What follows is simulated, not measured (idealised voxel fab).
process module | voxel double patterning
cross-section cut | 265 nm wide | cells 5 nm
A cross-section is a grid of square cells, given in bands from the top down. A band is one or more rows of cells.
Each band's line starts with the height of the band's top and of its bottom, in nm. Then come its materials from left to right, each with its width in nm. One material with "throughout" fills the band from edge to edge. "air" is empty space.
Height 0 is the level under which the wafer as received is all one material. The lowest band goes on downwards, as in "0 down".
A width such as "30 to 40" changes by the same amount from each row of cells to the next, from the band's top row to its bottom row.
"no change" after a step means that no cell of the cross-section changed.
closed voids: empty space of 8 cells or more with no open way to the top, each as width x height at its distance from the left edge, in nm
after a step's settings: what the simulator itself notes on the step
overlay nm, on a step with a mask: how far to the right of its planned place the mask lay; to the left if negative
plan
1 op RECEIVE | material Si
2 op CONFORMAL_DEP | material SiO2 | thk nm 5
3 op DIRECTIONAL_DEP | material TiN | thk nm 15
4 op DIRECTIONAL_DEP | material SiN | thk nm 5
5 op MASKED_ETCH | tone open | mask id FIRST | width nm 15 | pitch nm 50 | etch materials SiN | depth nm 5 | overlay nm 0
6 op PATTERN | tone open | mask id SECOND | material resist | width nm 15 | pitch nm 50 | thk nm 15 | overlay nm 0
7 op DIRECTIONAL_ETCH | etch materials SiN | depth nm 5
8 op STRIP | etch materials resist
9 op DIRECTIONAL_ETCH | etch materials TiN | depth nm 15
10 op STRIP | etch materials SiN
as received, after step 1
  0 down: Si throughout
  closed voids: none
a wafer at the end: this start, this plan, one mistake
  20 to 5: air 100 | TiN 15 | air 35 | TiN 15 | air 100
  5 to 0: SiO2 throughout
  0 down: Si throughout
  closed voids: none
what went wrong: step 6 ran as: op PATTERN | tone cover | mask id SECOND | material resist | width nm 15 | pitch nm 50 | thk nm 15 | overlay nm 0
